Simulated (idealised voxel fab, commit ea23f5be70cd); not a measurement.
process module | voxel spacer lines
195 nm wide, 5 nm square cells: that's cross-section cut.
If you're reading a cross-section in this doc, picture square cells in a grid; it comes to you as bands, top ones listed first down to the bottom, and a band can be one or more rows of cells.
Heights first: top, then bottom, in nm. Then materials, left to right, each with a width in nm. "throughout" on a single material: fills the band edge to edge. "empty": empty space.
Below 0: as-received wafer, all one material; heights counted from there. Lowest band: no bottom, goes on down, written "z 0 and below".
So if you see something like "30->40" for the width, read it as the top row of the band sitting at the first number and the bottom row at the second, with every row in between moving by the same amount as the last.
"nothing altered", as given for a step, is the statement that not any cell of the cross-section underwent a change during that step.
The entry titled "Closed void listing" provides the empty spaces that have no open way to the top, restricted to those of 8 cells or more. Each is presented as width x height at distance, the distance being measured from the left edge, with all three in nm.
On a step's line, text after the settings is the simulator commenting on that step.
If you see "overlay nm" on a step's line and that step has a mask, it's telling you how far right of where it was planned the mask ended up; a negative number means it went left instead.
Steps in the process plan
step 1: RECEIVE | material Si
step 2: CONFORMAL_DEP | material Al2O3 | thk nm 10
step 3: DIRECTIONAL_DEP | material polySi | thk nm 10
step 4: DIRECTIONAL_DEP | material aC | thk nm 25
step 5: PATTERN | tone cover | mask id MANDREL | material resist | width nm 15 | pitch nm 50 | thk nm 35 | overlay nm 0
step 6: DIRECTIONAL_ETCH | etch materials aC | depth nm 25
step 7: STRIP | etch materials resist
step 8: CONFORMAL_DEP | material SiO2 | thk nm 10
step 9: DIRECTIONAL_ETCH | etch materials SiO2 | depth nm 10
step 10: STRIP | etch materials aC
step 11: DIRECTIONAL_ETCH | etch materials polySi | depth nm 10
step 12: STRIP | etch materials SiO2
Incoming wafer in cross-section (state: after step 1)
    z 0 and below  Si throughout
    Closed void listing: none
Final wafer profile in cross-section after the module, from the same start and plan as above, with one mistake made during processing
    z 20 to 10  30 nm empty / 35 nm polySi / 15 nm empty / 35 nm polySi / 15 nm empty / 35 nm polySi / 30 nm empty
    z 10 to 0  Al2O3 throughout
    z 0 and below  Si throughout
    Closed void listing: none
In executing the process, a mistake was made relative to the plan: steps 10 and 11: order swapped relative to plan
